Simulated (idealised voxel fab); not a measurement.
voxel fin reveal: a process module
Cross-section cut: width 275 nm, square cells of 5 nm.
Each cross-section below is a grid of square cells, stated as bands in top-down order, with one or more rows of cells making up each band.
It is stipulated that each band's entry specify, in nanometres, the height of the top of the band and then that of its bottom, followed by the materials of the band in left-to-right sequence, each together with its width in nanometres. A single material marked by the word "everywhere" is understood to fill the band from edge to edge; the word "blank" is understood to denote empty space.
Ref level 0: as-received wafer is one material below here. Bottom band extends down with no lower bound ("0 -> down").
Per-row width for "30..40": begins at first number (top row of band), ends at second number (bottom row), increment between rows held constant.
"no modifications" for a step: no cell of the cross-section changed in that step.
The entry titled "Closed void list" provides the empty spaces that have no open way to the top, restricted to those of 8 cells or more. Each is presented as width x height at distance, the distance being measured from the left edge, with all three in nm.
If you see something after the settings on a step's line, that's the simulator's own remark about that step.
"overlay nm" denotes, for a step that has a mask, the displacement of the mask to the right of its planned place, with negative values corresponding to the left.

### Process steps - plan
1 RECEIVE,material Si
2 CONFORMAL_DEP,material SiN,thk nm 5
3 MASKED_ETCH,tone cover,mask id FINS,width nm 15,pitch nm 35,etch materials SiN,depth nm 5,overlay nm 0
4 MASKED_ETCH,tone cover,mask id FINS,width nm 15,pitch nm 35,etch materials Si,depth nm 40,overlay nm 0
5 OXIDIZE,depth nm 5
6 FILL_DEP,material SiO2,thk nm 15
7 CMP,height nm 5
8 SELECTIVE_ETCH,etch materials SiO2,depth nm 20
9 STRIP,etch materials SiN

### Cross-section, incoming material, after step 1
	0 -> down: Si everywhere
	Closed void list: none

### Post-module cross-section: identical start and plan to those above, one misstep in execution
	0 -> -35: blank (80), Si (5), blank (30), Si (5), blank (30), Si (5), blank (30), Si (5), blank (85)
	-35 -> -45: SiO2 (80), Si (5), SiO2 (30), Si (5), SiO2 (30), Si (5), SiO2 (30), Si (5), SiO2 (85)
	-45 -> down: Si everywhere
	Closed void list: none
Here's what went sideways: heads up, step 8 of the plan got done twice
